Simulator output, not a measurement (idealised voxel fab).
The name of this process module is voxel transistor to metal.
This is section cut - it's 200 nm across, gridded in 5 nm square cells.
Format of a cross-section: grid, square cells. Given as bands. Order: top down. Band: one or more rows of cells. Band: top and bottom heights (nm) first, top before bottom; then materials from left to right, widths in nm. "all across" marks a sole material filling the band edge to edge. "air" denotes empty space. Height datum 0, below which the as-received substrate wafer is one material. Lowest band open at the bottom, running downward: "z 0 and below". The expression "30->40" gives the width at the extremes of the band, the first number at its top row of cells and the second at its bottom row, with the width changing by equal amounts from each row to the next in between. "nothing changed" means the step left every cell of the cross-section as it was. "Closed void list" enumerates empty spaces isolated from the top, with no open way to it, that contain at least 8 cells, giving each as width x height at distance from the left edge, all three in nm. It should be noted that, on the line of a given step, the content following the step's settings is a remark produced by the simulator itself with respect to that step. overlay nm, on a step with a mask: how far to the right of its planned place the mask lay; to the left if negative.

-- Process steps foreseen in the plan
1: RECEIVE [material Si]
2: CONFORMAL_DEP [material SiO2] [thk nm 5]
3: CONFORMAL_DEP [material SiN] [thk nm 10]
4: MASKED_ETCH [tone cover] [mask id ACTIVE] [width nm 135] [etch materials SiN] [depth nm 10] [overlay nm 0]
5: MASKED_ETCH [tone cover] [mask id ACTIVE] [width nm 135] [etch materials SiO2] [depth nm 5] [overlay nm 0]
6: MASKED_ETCH [tone cover] [mask id ACTIVE] [width nm 135] [etch materials Si] [depth nm 35] [overlay nm 0]
7: OXIDIZE [depth nm 5]
8: FILL_DEP [material SiO2] [thk nm 10]
9: CMP [height nm 15]
10: SELECTIVE_ETCH [etch materials SiO2] [depth nm 5]
11: STRIP [etch materials SiN]
12: SELECTIVE_ETCH [etch materials SiO2] [depth nm 5]
13: OXIDIZE [depth nm 5]
14: DIRECTIONAL_DEP [material polySi] [thk nm 30]
15: DIRECTIONAL_DEP [material SiCN] [thk nm 15]
16: DIRECTIONAL_DEP [material aC] [thk nm 15]
17: PATTERN [tone cover] [mask id GATE] [material resist] [width nm 35] [thk nm 35] [overlay nm 0]
18: DIRECTIONAL_ETCH [etch materials aC] [depth nm 15]
19: STRIP [etch materials resist]
20: DIRECTIONAL_ETCH [etch materials SiCN] [depth nm 25]
21: DIRECTIONAL_ETCH [etch materials polySi] [depth nm 40]
22: STRIP [etch materials aC]
23: CONFORMAL_DEP [material SiO2] [thk nm 5]
24: DIRECTIONAL_ETCH [etch materials SiO2] [depth nm 5]
25: CONFORMAL_DEP [material SiN] [thk nm 10]
26: DIRECTIONAL_ETCH [etch materials SiN] [depth nm 10]
27: DIRECTIONAL_ETCH [etch materials SiO2] [depth nm 5]
28: DIRECTIONAL_ETCH [etch materials Si] [depth nm 5]
29: EPI [material pSi] [thk nm 5]
30: FILL_DEP [material SiO2] [thk nm 5]
31: CMP [height nm 30]
32: STRIP [etch materials polySi]
33: SELECTIVE_ETCH [etch materials SiO2] [depth nm 5]
34: CONFORMAL_DEP [material HfO2] [thk nm 5]
35: CONFORMAL_DEP [material TiN] [thk nm 5]
36: FILL_DEP [material W] [thk nm 5]
37: CMP [height nm 25]
38: DIRECTIONAL_DEP [material SiO2] [thk nm 10]
39: PATTERN [tone open] [mask id CONTACT] [material resist] [width nm 20] [pitch nm 95] [thk nm 15] [overlay nm 0]
40: DIRECTIONAL_ETCH [etch materials SiO2] [depth nm 40]
41: STRIP [etch materials resist]
42: CONFORMAL_DEP [material TiN] [thk nm 5]
43: FILL_DEP [material W] [thk nm 10]
44: CMP [height nm 35]
45: DIRECTIONAL_DEP [material TiN] [thk nm 5]
46: DIRECTIONAL_DEP [material Ru] [thk nm 15]
47: MASKED_ETCH [tone cover] [mask id METAL_1] [width nm 20] [pitch nm 95] [etch materials Ru] [depth nm 15] [overlay nm 0]
48: MASKED_ETCH [tone cover] [mask id METAL_1] [width nm 20] [pitch nm 95] [etch materials TiN] [depth nm 5] [overlay nm 0]
49: CONFORMAL_DEP [material SiN] [thk nm 5]
50: FILL_DEP [material lowk] [thk nm 5]
51: CMP [height nm 55]
52: CONFORMAL_DEP [material SiCN] [thk nm 5]

-- Step 1 complete: cross-section of the wafer as received
* z 0 and below = Si all across
* Closed void list: none

-- Cross-section: first of two wafers, module finished, run according to plan
* z 60 to 55 = SiCN all across
* z 55 to 40 = 35 of lowk  5 of SiN  20 of Ru  5 of SiN  65 of lowk  5 of SiN  20 of Ru  5 of SiN  40 of lowk
* z 40 to 35 = 40 of SiN  20 of TiN  75 of SiN  20 of TiN  45 of SiN
* z 35 to 25 = 40 of SiO2  5 of TiN  10 of W  5 of TiN  75 of SiO2  5 of TiN  10 of W  5 of TiN  45 of SiO2
* z 25 to 5 = 40 of SiO2  5 of TiN  10 of W  5 of TiN  5 of SiO2  10 of SiN  5 of HfO2  5 of TiN  25 of W  5 of TiN  5 of HfO2  10 of SiN  5 of SiO2  5 of TiN  10 of W  5 of TiN  45 of SiO2
* z 5 to 0 = 30 of SiO2  10 of SiN  10 of TiN  5 of W  5 of TiN  5 of SiO2  10 of SiN  5 of HfO2  35 of TiN  5 of HfO2  10 of SiN  5 of SiO2  5 of TiN  5 of W  10 of TiN  10 of SiN  35 of SiO2
* z 0 to -5 = 40 of SiO2  5 of pSi  15 of TiN  5 of pSi  10 of SiO2  45 of HfO2  10 of SiO2  5 of pSi  15 of TiN  5 of pSi  45 of SiO2
* z -5 to -10 = 35 of SiO2  5 of Si  25 of pSi  65 of Si  25 of pSi  5 of Si  40 of SiO2
* z -10 to -40 = 35 of SiO2  125 of Si  40 of SiO2
* z -40 and below = Si all across
* Closed void list: none

-- Here is the second of the two wafers cut open at the end of the module - same start, same plan as the first one, but we made one mistake running it
* z 60 to 55 = SiCN all across
* z 55 to 40 = 35 of lowk  5 of SiN  20 of Ru  5 of SiN  65 of lowk  5 of SiN  20 of Ru  5 of SiN  40 of lowk
* z 40 to 35 = 40 of SiN  20 of TiN  75 of SiN  20 of TiN  45 of SiN
* z 35 to 25 = 40 of SiO2  5 of TiN  10 of W  5 of TiN  75 of SiO2  5 of TiN  10 of W  5 of TiN  45 of SiO2
* z 25 to 5 = 40 of SiO2  5 of TiN  10 of W  5 of TiN  5 of SiO2  10 of SiN  5 of HfO2  5 of TiN  25 of W  5 of TiN  5 of HfO2  10 of SiN  5 of SiO2  5 of TiN  10 of W  5 of TiN  45 of SiO2
* z 5 to 0 = 25 of SiO2  10 of SiN  5 of SiO2  5 of TiN  10 of W  5 of TiN  5 of SiO2  10 of SiN  5 of HfO2  35 of TiN  5 of HfO2  10 of SiN  5 of SiO2  5 of TiN  10 of W  5 of TiN  5 of SiO2  10 of SiN  30 of SiO2
* z 0 to -5 = 25 of SiO2  5 of SiN  10 of SiO2  20 of TiN  5 of pSi  10 of SiO2  45 of HfO2  10 of SiO2  5 of pSi  20 of TiN  10 of SiO2  5 of SiN  30 of SiO2
* z -5 to -10 = 40 of SiO2  25 of pSi  65 of Si  25 of pSi  45 of SiO2
* z -10 to -40 = 35 of SiO2  125 of Si  40 of SiO2
* z -40 and below = Si all across
* Closed void list: none
It is concluded that the wafer was processed incorrectly with respect to the plan, in that ran 10 and 11 in swapped order versus the plan
Final difference in cells, second wafer against first, listed per material as more or fewer: 2 fewer of Si | 2 more of SiN | 2 more of W | 2 fewer of pSi
